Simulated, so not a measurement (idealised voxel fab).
Process module in this document: voxel gate over fins
For reference, the cross-section in this document is cut, with width 255 nm and square cells of 5 nm.
A cross-section is a grid of square cells, given in bands from the top down. A band is one or more rows of cells. The band entry comprises the height of the band's top followed by the height of its bottom, expressed in nm, and subsequently the band's materials from left to right, each stated together with its width in nm. Where a single material is marked with the word "edge to edge", that material fills the band from edge to edge. The word "air" represents empty space. Measure heights from 0. That's the level where, below it, the as-received wafer is all one material. The lowest band is bottomless and extends downward; write it as in "z 0 and below". With a width like "30->40", each row of cells in the band differs from the next by the same amount, the top row carrying the first number and the bottom row the second. The cross-section has no changed cell in any step marked "identical to before". "Enclosed cavity list" means: voids of 8 cells or more that are shut off from the top with no open way through. Written width x height at distance, distance from the left edge, in nm. Heads up: the bit after the settings on a step's line is the simulator's remark on that step. overlay nm: step with mask; distance mask lay right of planned place; negative value = left of planned place.

Steps in the process plan:
1. RECEIVE: material Si
2. CONFORMAL_DEP: material SiN, thk nm 10
3. MASKED_ETCH: tone cover, mask id FINS, width nm 15, pitch nm 60, etch materials SiN, depth nm 10, overlay nm 0
4. MASKED_ETCH: tone cover, mask id FINS, width nm 15, pitch nm 60, etch materials Si, depth nm 35, overlay nm 0
5. OXIDIZE: depth nm 5
6. FILL_DEP: material SiO2, thk nm 10
7. CMP: height nm 10
8. PATTERN: tone open, mask id RAIL, material resist, width nm 15, thk nm 20, overlay nm 0
9. DIRECTIONAL_ETCH: etch materials SiO2, depth nm 40
10. STRIP: etch materials resist
11. CONFORMAL_DEP: material TiN, thk nm 5
12. FILL_DEP: material Ru, thk nm 5
13. CMP: height nm 10
14. SELECTIVE_ETCH: etch materials W Ru TiN, depth nm 30
15. FILL_DEP: material SiO2, thk nm 5
16. CMP: height nm 10
17. SELECTIVE_ETCH: etch materials SiO2, depth nm 25
18. STRIP: etch materials SiN
19. CONFORMAL_DEP: material HfO2, thk nm 5
20. CONFORMAL_DEP: material TiN, thk nm 5
21. FILL_DEP: material W, thk nm 15
22. CMP: height nm 20
23. CONFORMAL_DEP: material SiCN, thk nm 10

Here's what the wafer looked like in cross-section when it arrived - that's after step 1:
> z 0 and below | Si edge to edge
> Enclosed cavity list: none

Run as planned - first of the two wafers cross-sectioned at the end of the module:
> z 30 to 20 | SiCN edge to edge
> z 20 to 10 | W edge to edge
> z 10 to 5 | W 55, TiN 25, W 35, TiN 25, W 35, TiN 25, W 55
> z 5 to 0 | W 55, TiN 5, HfO2 15, TiN 5, W 35, TiN 5, HfO2 15, TiN 5, W 35, TiN 5, HfO2 15, TiN 5, W 55
> z 0 to -5 | W 55, TiN 5, HfO2 5, Si 5, HfO2 5, TiN 5, W 35, TiN 5, HfO2 5, Si 5, HfO2 5, TiN 5, W 35, TiN 5, HfO2 5, Si 5, HfO2 5, TiN 5, W 55
> z -5 to -10 | TiN 60, HfO2 5, Si 5, HfO2 5, TiN 45, HfO2 5, Si 5, HfO2 5, TiN 45, HfO2 5, Si 5, HfO2 5, TiN 60
> z -10 to -15 | HfO2 65, Si 5, HfO2 55, Si 5, HfO2 55, Si 5, HfO2 65
> z -15 to -20 | SiO2 65, Si 5, SiO2 55, Si 5, SiO2 55, Si 5, SiO2 65
> z -20 to -25 | SiO2 65, Si 5, SiO2 20, TiN 5, Ru 5, TiN 5, SiO2 20, Si 5, SiO2 55, Si 5, SiO2 65
> z -25 to -30 | SiO2 65, Si 5, SiO2 20, TiN 15, SiO2 20, Si 5, SiO2 55, Si 5, SiO2 65
> z -30 to -40 | SiO2 65, Si 5, SiO2 55, Si 5, SiO2 55, Si 5, SiO2 65
> z -40 and below | Si edge to edge
> Enclosed cavity list: none

End-of-module cross-section of the second wafer: identical starting point and process plan to the first, with one processing mistake:
> z 30 to 20 | SiCN edge to edge
> z 20 to 10 | W edge to edge
> z 10 to 5 | TiN 65, W 5, TiN 55, W 5, TiN 55, W 5, TiN 65
> z 5 to 0 | HfO2 60, TiN 15, HfO2 45, TiN 15, HfO2 45, TiN 15, HfO2 60
> z 0 to -5 | Si 55, HfO2 25, Si 35, HfO2 25, Si 35, HfO2 25, Si 55
> z -5 and below | Si edge to edge
> Enclosed cavity list: none
The mistake made against the process plan was this: the process deviated at step 3: the operation and settings actually run there were MASKED_ETCH: tone open, mask id FINS, width nm 15, pitch nm 60, etch materials SiN, depth nm 10, overlay nm 0
The closing comparison, in cells, has the second wafer with more or fewer of some materials than the first: HfO2 -12 | Ru -1 | Si +369 | SiO2 -234 | TiN -17 | W -105
